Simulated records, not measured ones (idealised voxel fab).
process module | voxel self aligned contacts
cross-section cut | 265 nm wide | cells 5 nm
A cross-section is a grid of square cells, given in bands from the top down. A band is one or more rows of cells.
Each band's line starts with the height of the band's top and of its bottom, in nm. Then come its materials from left to right, each with its width in nm. One material with "throughout" fills the band from edge to edge. "air" is empty space.
Height 0 is the level under which the wafer as received is all one material. The lowest band goes on downwards, as in "0 down".
A width such as "30 to 40" changes by the same amount from each row of cells to the next, from the band's top row to its bottom row.
"no change" after a step means that no cell of the cross-section changed.
closed voids: empty space of 8 cells or more with no open way to the top, each as width x height at its distance from the left edge, in nm
after a step's settings: what the simulator itself notes on the step
overlay nm, on a step with a mask: how far to the right of its planned place the mask lay; to the left if negative
plan
1 op RECEIVE | material Si
2 op CONFORMAL_DEP | material SiO2 | thk nm 5
3 op DIRECTIONAL_DEP | material polySi | thk nm 25
4 op DIRECTIONAL_DEP | material SiN | thk nm 20
5 op PATTERN | tone cover | mask id GATE | material resist | width nm 30 | pitch nm 70 | thk nm 20 | overlay nm 0
6 op DIRECTIONAL_ETCH | etch materials SiN | depth nm 20
7 op DIRECTIONAL_ETCH | etch materials polySi | depth nm 25
8 op STRIP | etch materials resist
9 op CONFORMAL_DEP | material SiN | thk nm 10
10 op DIRECTIONAL_ETCH | etch materials SiN | depth nm 10
11 op FILL_DEP | material SiO2 | thk nm 15
12 op CMP | height nm 60
13 op MASKED_ETCH | tone open | mask id CONTACT | width nm 50 | pitch nm 70 | etch materials SiO2 | depth nm 60 | overlay nm 0
14 op CONFORMAL_DEP | material TiN | thk nm 5
15 op FILL_DEP | material Ru | thk nm 10
16 op CMP | height nm 60
17 op CONFORMAL_DEP | material SiN | thk nm 5
as received, after step 1
  0 down: Si throughout
  closed voids: none
first wafer at the end, as planned
  65 to 60: SiN throughout
  60 to 50: SiO2 70 | TiN 5 to 20 | Ru 40 to 10 | TiN 5 to 20 | SiO2 20 | TiN 5 to 20 | Ru 40 to 10 | TiN 5 to 20 | SiO2 75
  50 to 30: SiO2 35 | SiN 50 | TiN 5 | Ru 10 | TiN 5 | SiN 50 | TiN 5 | Ru 10 | TiN 5 | SiN 50 | SiO2 40
  30 to 5: SiO2 35 | SiN 10 | polySi 30 | SiN 10 | TiN 5 | Ru 10 | TiN 5 | SiN 10 | polySi 30 | SiN 10 | TiN 5 | Ru 10 | TiN 5 | SiN 10 | polySi 30 | SiN 10 | SiO2 40
  5 to 0: SiO2 85 | TiN 20 | SiO2 50 | TiN 20 | SiO2 90
  0 down: Si throughout
  closed voids: none
second wafer at the end: like start, like plan, one mistake
  65 to 60: SiN throughout
  60 to 55: Ru 65 | TiN 5 | SiO2 50 | TiN 5 | Ru 10 | TiN 5 | SiO2 50 | TiN 5 | Ru 70
  55 to 50: Ru 30 | TiN 40 | SiO2 50 | TiN 20 | SiO2 50 | TiN 40 | Ru 35
  50 to 30: Ru 30 | TiN 5 | SiN 50 | SiO2 20 | SiN 50 | SiO2 20 | SiN 50 | TiN 5 | Ru 35
  30 to 5: Ru 30 | TiN 5 | SiN 10 | polySi 30 | SiN 10 | SiO2 20 | SiN 10 | polySi 30 | SiN 10 | SiO2 20 | SiN 10 | polySi 30 | SiN 10 | TiN 5 | Ru 35
  5 to 0: TiN 35 | SiO2 190 | TiN 40
  0 down: Si throughout
  closed voids: none
what went wrong: step 13 ran as: op MASKED_ETCH | tone cover | mask id CONTACT | width nm 50 | pitch nm 70 | etch materials SiO2 | depth nm 60 | overlay nm 0
at the end the second wafer has, in cells: 103 more of Ru | 96 fewer of SiO2 | 7 fewer of TiN
